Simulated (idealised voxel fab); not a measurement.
Process module heading - voxel capacitor over wiring
cross-section cut | 270 nm wide | cells 5 nm
A cross-section in this document is a grid of square cells, and it is written down as bands, the top band listed before the ones below it; a band is made up of one or more rows of cells.
Read a band's entry like this: the first values are the height of its top and the height of its bottom in nm, and what follows is the sequence of materials from left to right, each with its width in nm. Note that "air" is empty space, and that a single material marked "full width" reaches across the band from edge to edge.
Measure heights from 0. That's the level where, below it, the as-received wafer is all one material. The lowest band is bottomless and extends downward; write it as in "0 nm and below".
Read "30->40" as a graded width: first number on top, second number at the bottom, same change between each pair of neighbouring rows.
Basically "left unchanged" means that step didn't change any cell in the cross-section.
Empty spaces counting at least 8 cells and having no open way to the top are listed in "Closed internal voids". The notation width x height at distance is used for each, the distance being from the left edge and all three values in nm.
Anything after a step's settings on that line? It's the simulator's own note about the step.
overlay nm: for a step with a mask, the amount by which the mask lay right of where it was planned; a negative amount means left of it.

List of planned process steps
1: RECEIVE,material Si
2: CONFORMAL_DEP,material SiO2,thk nm 10
3: CONFORMAL_DEP,material SiN,thk nm 5
4: DIRECTIONAL_DEP,material SiO2,thk nm 20
5: DIRECTIONAL_DEP,material aC,thk nm 10
6: PATTERN,tone open,mask id METAL_1,material resist,width nm 25,pitch nm 80,thk nm 25,overlay nm 0
7: DIRECTIONAL_ETCH,etch materials aC,depth nm 10
8: STRIP,etch materials resist
9: DIRECTIONAL_ETCH,etch materials SiO2,depth nm 20
10: DIRECTIONAL_ETCH,etch materials SiN,depth nm 5
11: STRIP,etch materials aC
12: CONFORMAL_DEP,material TiN,thk nm 5
13: FILL_DEP,material Ru,thk nm 5
14: CMP,height nm 35
15: CONFORMAL_DEP,material SiCN,thk nm 5
16: DIRECTIONAL_DEP,material lowk,thk nm 10
17: PATTERN,tone open,mask id PLUG_1,material resist,width nm 15,thk nm 20,overlay nm 0
18: DIRECTIONAL_ETCH,etch materials lowk,depth nm 10
19: DIRECTIONAL_ETCH,etch materials SiCN,depth nm 5
20: STRIP,etch materials resist
21: CONFORMAL_DEP,material TiN,thk nm 5
22: FILL_DEP,material W,thk nm 10
23: CMP,height nm 50
24: DIRECTIONAL_DEP,material TiN,thk nm 5
25: DIRECTIONAL_DEP,material Al2O3,thk nm 5
26: DIRECTIONAL_DEP,material TiN,thk nm 5
27: DIRECTIONAL_DEP,material aC,thk nm 15
28: PATTERN,tone cover,mask id UPPER_PLATE,material resist,width nm 60,thk nm 35,overlay nm 0
29: DIRECTIONAL_ETCH,etch materials aC,depth nm 15
30: STRIP,etch materials resist
31: DIRECTIONAL_ETCH,etch materials TiN,depth nm 5
32: DIRECTIONAL_ETCH,etch materials Al2O3,depth nm 5
33: STRIP,etch materials aC
34: MASKED_ETCH,tone cover,mask id LOWER_PLATE,width nm 70,etch materials TiN,depth nm 5,overlay nm 0
35: FILL_DEP,material SiO2,thk nm 20
36: CMP,height nm 80
37: DIRECTIONAL_DEP,material aC,thk nm 15
38: PATTERN,tone open,mask id PLUG_2,material resist,width nm 15,thk nm 35,overlay nm 0
39: DIRECTIONAL_ETCH,etch materials aC,depth nm 15
40: STRIP,etch materials resist
41: DIRECTIONAL_ETCH,etch materials SiO2,depth nm 15
42: STRIP,etch materials aC
43: CONFORMAL_DEP,material TiN,thk nm 5
44: FILL_DEP,material Ru,thk nm 5
45: CMP,height nm 80
46: CONFORMAL_DEP,material SiN,thk nm 5

The first of a set of two wafers, run to plan

Wafer at receipt (post step 1), cross-section
> 0 nm and below  Si full width
> Closed internal voids: none

Cross-section of the wafer subsequent to step 2
> 10 nm to 0 nm  SiO2 full width
> Under 0: no change, same as before.

Cross-section of the wafer subsequent to step 3
> 15 nm to 10 nm  SiN full width
> Under 10: no change, same as before.

Cross-section of the wafer subsequent to step 4
> 35 nm to 15 nm  SiO2 full width
> Under 15: no change, same as before.

Cross-section of the wafer subsequent to step 5
> 45 nm to 35 nm  aC full width
> Under 35: no change, same as before.

Cross-section of the wafer subsequent to step 6
> 70 nm to 45 nm  resist 80 nm, air 25 nm, resist 55 nm, air 25 nm, resist 85 nm
> Under 45: no change, same as before.

Cross-section of the wafer subsequent to step 7
> 60 nm to 45 nm  resist 80 nm, air 25 nm, resist 55 nm, air 25 nm, resist 85 nm
> 45 nm to 35 nm  aC 80 nm, air 25 nm, aC 55 nm, air 25 nm, aC 85 nm
> Under 35: no change, same as before.

Cross-section of the wafer subsequent to step 8
> 45 nm to 35 nm  aC 80 nm, air 25 nm, aC 55 nm, air 25 nm, aC 85 nm
> Under 35: no change, same as before.

Cross-section of the wafer subsequent to step 9
> 45 nm to 35 nm  aC 80 nm, air 25 nm, aC 55 nm, air 25 nm, aC 85 nm
> 35 nm to 15 nm  SiO2 80 nm, air 25 nm, SiO2 55 nm, air 25 nm, SiO2 85 nm
> Under 15: no change, same as before.

Cross-section of the wafer subsequent to step 10
> 45 nm to 35 nm  aC 80 nm, air 25 nm, aC 55 nm, air 25 nm, aC 85 nm
> 35 nm to 15 nm  SiO2 80 nm, air 25 nm, SiO2 55 nm, air 25 nm, SiO2 85 nm
> 15 nm to 10 nm  SiN 80 nm, air 25 nm, SiN 55 nm, air 25 nm, SiN 85 nm
> Under 10: no change, same as before.

Cross-section of the wafer subsequent to step 11
> 35 nm to 15 nm  SiO2 80 nm, air 25 nm, SiO2 55 nm, air 25 nm, SiO2 85 nm
> Under 15: no change, same as before.

Cross-section of the wafer subsequent to step 12
> 40 nm to 35 nm  TiN 85 nm, air 15 nm, TiN 65 nm, air 15 nm, TiN 90 nm
> 35 nm to 15 nm  SiO2 80 nm, TiN 5 nm, air 15 nm, TiN 5 nm, SiO2 55 nm, TiN 5 nm, air 15 nm, TiN 5 nm, SiO2 85 nm
> 15 nm to 10 nm  SiN 80 nm, TiN 25 nm, SiN 55 nm, TiN 25 nm, SiN 85 nm
> Under 10: no change, same as before.

Cross-section of the wafer subsequent to step 13
> 45 nm to 40 nm  Ru full width
> 40 nm to 35 nm  TiN 85 nm, Ru 15 nm, TiN 65 nm, Ru 15 nm, TiN 90 nm
> 35 nm to 15 nm  SiO2 80 nm, TiN 5 nm, Ru 15 nm, TiN 5 nm, SiO2 55 nm, TiN 5 nm, Ru 15 nm, TiN 5 nm, SiO2 85 nm
> Under 15: no change, same as before.

Cross-section of the wafer subsequent to step 14
> 35 nm to 15 nm  SiO2 80 nm, TiN 5 nm, Ru 15 nm, TiN 5 nm, SiO2 55 nm, TiN 5 nm, Ru 15 nm, TiN 5 nm, SiO2 85 nm
> Under 15: no change, same as before.

Cross-section of the wafer subsequent to step 15
> 40 nm to 35 nm  SiCN full width
> Under 35: no change, same as before.

Cross-section of the wafer subsequent to step 16
> 50 nm to 40 nm  lowk full width
> Under 40: no change, same as before.

Cross-section of the wafer subsequent to step 17
> 70 nm to 50 nm  resist 90 nm, air 15 nm, resist 165 nm
> Under 50: no change, same as before.

Cross-section of the wafer subsequent to step 18
> 70 nm to 50 nm  resist 90 nm, air 15 nm, resist 165 nm
> 50 nm to 40 nm  lowk 90 nm, air 15 nm, lowk 165 nm
> Under 40: no change, same as before.

Cross-section of the wafer subsequent to step 19
> 70 nm to 50 nm  resist 90 nm, air 15 nm, resist 165 nm
> 50 nm to 40 nm  lowk 90 nm, air 15 nm, lowk 165 nm
> 40 nm to 35 nm  SiCN 90 nm, air 15 nm, SiCN 165 nm
> Under 35: no change, same as before.

Cross-section of the wafer subsequent to step 20
> 50 nm to 40 nm  lowk 90 nm, air 15 nm, lowk 165 nm
> Under 40: no change, same as before.

Cross-section of the wafer subsequent to step 21
> 55 nm to 50 nm  TiN 95 nm, air 5 nm, TiN 170 nm
> 50 nm to 40 nm  lowk 90 nm, TiN 5 nm, air 5 nm, TiN 5 nm, lowk 165 nm
> 40 nm to 35 nm  SiCN 90 nm, TiN 15 nm, SiCN 165 nm
> Under 35: no change, same as before.

Cross-section of the wafer subsequent to step 22
> 65 nm to 55 nm  W full width
> 55 nm to 50 nm  TiN 95 nm, W 5 nm, TiN 170 nm
> 50 nm to 40 nm  lowk 90 nm, TiN 5 nm, W 5 nm, TiN 5 nm, lowk 165 nm
> Under 40: no change, same as before.

Cross-section of the wafer subsequent to step 23
> 50 nm to 40 nm  lowk 90 nm, TiN 5 nm, W 5 nm, TiN 5 nm, lowk 165 nm
> Under 40: no change, same as before.

Cross-section of the wafer subsequent to step 24
> 55 nm to 50 nm  TiN full width
> Under 50: no change, same as before.

Cross-section of the wafer subsequent to step 25
> 60 nm to 55 nm  Al2O3 full width
> Under 55: no change, same as before.

Cross-section of the wafer subsequent to step 26
> 65 nm to 60 nm  TiN full width
> Under 60: no change, same as before.

Cross-section of the wafer subsequent to step 27
> 80 nm to 65 nm  aC full width
> Under 65: no change, same as before.

Cross-section of the wafer subsequent to step 28
> 115 nm to 80 nm  air 90 nm, resist 60 nm, air 120 nm
> Under 80: no change, same as before.

Cross-section of the wafer subsequent to step 29
> 100 nm to 80 nm  air 90 nm, resist 60 nm, air 120 nm
> 80 nm to 65 nm  air 90 nm, aC 60 nm, air 120 nm
> Under 65: no change, same as before.

Cross-section of the wafer subsequent to step 30
> 80 nm to 65 nm  air 90 nm, aC 60 nm, air 120 nm
> Under 65: no change, same as before.

Cross-section of the wafer subsequent to step 31
> 80 nm to 65 nm  air 90 nm, aC 60 nm, air 120 nm
> 65 nm to 60 nm  air 90 nm, TiN 60 nm, air 120 nm
> Under 60: no change, same as before.

Cross-section of the wafer subsequent to step 32
> 80 nm to 65 nm  air 90 nm, aC 60 nm, air 120 nm
> 65 nm to 60 nm  air 90 nm, TiN 60 nm, air 120 nm
> 60 nm to 55 nm  air 90 nm, Al2O3 60 nm, air 120 nm
> Under 55: no change, same as before.

Cross-section of the wafer subsequent to step 33
> 65 nm to 60 nm  air 90 nm, TiN 60 nm, air 120 nm
> Under 60: no change, same as before.

Cross-section of the wafer subsequent to step 34
> 65 nm to 60 nm  air 90 nm, TiN 60 nm, air 120 nm
> 60 nm to 55 nm  air 90 nm, Al2O3 60 nm, air 120 nm
> 55 nm to 50 nm  air 85 nm, TiN 70 nm, air 115 nm
> Under 50: no change, same as before.

Cross-section of the wafer subsequent to step 35
> 85 nm to 65 nm  SiO2 full width
> 65 nm to 60 nm  SiO2 90 nm, TiN 60 nm, SiO2 120 nm
> 60 nm to 55 nm  SiO2 90 nm, Al2O3 60 nm, SiO2 120 nm
> 55 nm to 50 nm  SiO2 85 nm, TiN 70 nm, SiO2 115 nm
> Under 50: no change, same as before.

Cross-section of the wafer subsequent to step 36
> 80 nm to 65 nm  SiO2 full width
> Under 65: no change, same as before.

Cross-section of the wafer subsequent to step 37
> 95 nm to 80 nm  aC full width
> Under 80: no change, same as before.

Cross-section of the wafer subsequent to step 38
> 130 nm to 95 nm  resist 100 nm, air 15 nm, resist 155 nm
> Under 95: no change, same as before.

Cross-section of the wafer subsequent to step 39
> 115 nm to 95 nm  resist 100 nm, air 15 nm, resist 155 nm
> 95 nm to 80 nm  aC 100 nm, air 15 nm, aC 155 nm
> Under 80: no change, same as before.

Cross-section of the wafer subsequent to step 40
> 95 nm to 80 nm  aC 100 nm, air 15 nm, aC 155 nm
> Under 80: no change, same as before.

Cross-section of the wafer subsequent to step 41
> 95 nm to 80 nm  aC 100 nm, air 15 nm, aC 155 nm
> 80 nm to 65 nm  SiO2 100 nm, air 15 nm, SiO2 155 nm
> Under 65: no change, same as before.

Cross-section of the wafer subsequent to step 42
> 80 nm to 65 nm  SiO2 100 nm, air 15 nm, SiO2 155 nm
> Under 65: no change, same as before.

Cross-section of the wafer subsequent to step 43
> 85 nm to 80 nm  TiN 105 nm, air 5 nm, TiN 160 nm
> 80 nm to 70 nm  SiO2 100 nm, TiN 5 nm, air 5 nm, TiN 5 nm, SiO2 155 nm
> 70 nm to 60 nm  SiO2 100->90 nm, TiN 15->60 nm, SiO2 155->120 nm
> Under 60: no change, same as before.

Cross-section of the wafer subsequent to step 44
> 90 nm to 85 nm  Ru full width
> 85 nm to 80 nm  TiN 105 nm, Ru 5 nm, TiN 160 nm
> 80 nm to 70 nm  SiO2 100 nm, TiN 5 nm, Ru 5 nm, TiN 5 nm, SiO2 155 nm
> Under 70: no change, same as before.

Cross-section of the wafer subsequent to step 45
> 80 nm to 70 nm  SiO2 100 nm, TiN 5 nm, Ru 5 nm, TiN 5 nm, SiO2 155 nm
> Under 70: no change, same as before.

Cross-section of the wafer subsequent to step 46
> 85 nm to 80 nm  SiN full width
> Under 80: no change, same as before.

Wafer two. Same start, same plan, one slip in execution. Same as wafer one through step 24, inclusive

Second wafer, cross-section, planned end of step 25: left unchanged

Second wafer, cross-section, planned end of step 26
> 60 nm to 50 nm  TiN full width
> Under 50: no change, same as before.

Second wafer, cross-section, planned end of step 27
> 75 nm to 60 nm  aC full width
> Under 60: no change, same as before.

Second wafer, cross-section, planned end of step 28
> 110 nm to 75 nm  air 90 nm, resist 60 nm, air 120 nm
> Under 75: no change, same as before.

Second wafer, cross-section, planned end of step 29
> 95 nm to 75 nm  air 90 nm, resist 60 nm, air 120 nm
> 75 nm to 60 nm  air 90 nm, aC 60 nm, air 120 nm
> Under 60: no change, same as before.

Second wafer, cross-section, planned end of step 30
> 75 nm to 60 nm  air 90 nm, aC 60 nm, air 120 nm
> Under 60: no change, same as before.

Second wafer, cross-section, planned end of step 31
> 75 nm to 60 nm  air 90 nm, aC 60 nm, air 120 nm
> 60 nm to 55 nm  air 90 nm, TiN 60 nm, air 120 nm
> Under 55: no change, same as before.

Second wafer, cross-section, planned end of step 32: left unchanged

Second wafer, cross-section, planned end of step 33
> 60 nm to 55 nm  air 90 nm, TiN 60 nm, air 120 nm
> Under 55: no change, same as before.

Second wafer, cross-section, planned end of step 34
> 60 nm to 50 nm  air 90->85 nm, TiN 60->70 nm, air 120->115 nm
> Under 50: no change, same as before.

Second wafer, cross-section, planned end of step 35
> 80 nm to 60 nm  SiO2 full width
> 60 nm to 50 nm  SiO2 90->85 nm, TiN 60->70 nm, SiO2 120->115 nm
> Under 50: no change, same as before.

Second wafer, cross-section, planned end of step 36: left unchanged

Second wafer, cross-section, planned end of step 37
> 95 nm to 80 nm  aC full width
> Under 80: no change, same as before.

Second wafer, cross-section, planned end of step 38
> 130 nm to 95 nm  resist 100 nm, air 15 nm, resist 155 nm
> Under 95: no change, same as before.

Second wafer, cross-section, planned end of step 39
> 115 nm to 95 nm  resist 100 nm, air 15 nm, resist 155 nm
> 95 nm to 80 nm  aC 100 nm, air 15 nm, aC 155 nm
> Under 80: no change, same as before.

Second wafer, cross-section, planned end of step 40
> 95 nm to 80 nm  aC 100 nm, air 15 nm, aC 155 nm
> Under 80: no change, same as before.

Second wafer, cross-section, planned end of step 41
> 95 nm to 80 nm  aC 100 nm, air 15 nm, aC 155 nm
> 80 nm to 65 nm  SiO2 100 nm, air 15 nm, SiO2 155 nm
> Under 65: no change, same as before.

Second wafer, cross-section, planned end of step 42
> 80 nm to 65 nm  SiO2 100 nm, air 15 nm, SiO2 155 nm
> Under 65: no change, same as before.

Second wafer, cross-section, planned end of step 43
> 85 nm to 80 nm  TiN 105 nm, air 5 nm, TiN 160 nm
> 80 nm to 70 nm  SiO2 100 nm, TiN 5 nm, air 5 nm, TiN 5 nm, SiO2 155 nm
> 70 nm to 65 nm  SiO2 100 nm, TiN 15 nm, SiO2 155 nm
> Under 65: no change, same as before.

Second wafer, cross-section, planned end of step 44
> 90 nm to 85 nm  Ru full width
> 85 nm to 80 nm  TiN 105 nm, Ru 5 nm, TiN 160 nm
> 80 nm to 70 nm  SiO2 100 nm, TiN 5 nm, Ru 5 nm, TiN 5 nm, SiO2 155 nm
> Under 70: no change, same as before.

Second wafer, cross-section, planned end of step 45
> 80 nm to 70 nm  SiO2 100 nm, TiN 5 nm, Ru 5 nm, TiN 5 nm, SiO2 155 nm
> Under 70: no change, same as before.

Second wafer, cross-section, planned end of step 46
> 85 nm to 80 nm  SiN full width
> Under 80: no change, same as before.
What was the processing mistake? heads up, step 25 of the plan was skipped and never actually ran
Once processing is complete, comparing cell counts shows that the second wafer has more or fewer of certain materials than the first: Al2O3 -12 | SiO2 +12
